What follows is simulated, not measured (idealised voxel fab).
This is a process module. Its name is voxel quadruple lines.
cross-section cut | 195 nm wide | cells 5 nm
Think of the cross-section as a grid of square cells. We describe it in bands, top to bottom, and each band covers one or more rows of those cells. The band entry comprises the height of the band's top followed by the height of its bottom, expressed in nm, and subsequently the band's materials from left to right, each stated together with its width in nm. Where a single material is marked with the word "full width", that material fills the band from edge to edge. The word "empty" represents empty space. Ref level 0: as-received wafer is one material below here. Bottom band extends down with no lower bound ("top 0, no bottom"). Top row gets the first number, bottom row gets the second, and each row in between changes by the same step: that is how a band width like "30..40" works. For the purposes of this document, the phrase "nothing different" attached to a step denotes that no cell within the cross-section was modified by that step. The entry "Completely enclosed voids" lists the empty spaces that cover at least 8 cells and have no open path to the top. Each is written as width x height at distance, where the distance is measured from the left edge and all three values are in nm. Formally, on a step line, whatever follows the settings is a remark that the simulator itself makes on the step. overlay nm: mask offset rightward from planned place, masked step; negative means leftward offset.
**The planned process steps are enumerated hereunder**
1 RECEIVE with material Si
2 CONFORMAL_DEP with material Al2O3, thk nm 5
3 DIRECTIONAL_DEP with material W, thk nm 10
4 DIRECTIONAL_DEP with material polySi, thk nm 15
5 DIRECTIONAL_DEP with material aC, thk nm 25
6 PATTERN with tone cover, mask id MANDREL, material resist, width nm 25, thk nm 35, overlay nm 0
7 DIRECTIONAL_ETCH with etch materials aC, depth nm 25
8 STRIP with etch materials resist
9 CONFORMAL_DEP with material SiO2, thk nm 15
10 DIRECTIONAL_ETCH with etch materials SiO2, depth nm 15
11 STRIP with etch materials aC
12 DIRECTIONAL_ETCH with etch materials polySi, depth nm 15
13 STRIP with etch materials SiO2
14 CONFORMAL_DEP with material SiCN, thk nm 5
15 DIRECTIONAL_ETCH with etch materials SiCN, depth nm 5
16 STRIP with etch materials polySi
17 DIRECTIONAL_ETCH with etch materials W, depth nm 10
18 STRIP with etch materials SiCN
19 FILL_DEP with material SiO2, thk nm 5
20 CMP with height nm 15
**Delivered wafer in cross-section: state after step 1**
    top 0, no bottom = Si full width
    Completely enclosed voids: none
**Here's the wafer cut in cross-section after the module, started and planned just like above, except one thing was done wrong in the run**
    top 15, bottom 5 = SiO2 75 nm, then W 5 nm, then SiO2 5 nm, then W 5 nm, then SiO2 15 nm, then W 5 nm, then SiO2 5 nm, then W 5 nm, then SiO2 75 nm
    top 5, bottom 0 = Al2O3 full width
    top 0, no bottom = Si full width
    Completely enclosed voids: none
what went wrong: so step 9 ended up running with a different setting than we planned, it ran as CONFORMAL_DEP with material SiO2, thk nm 5
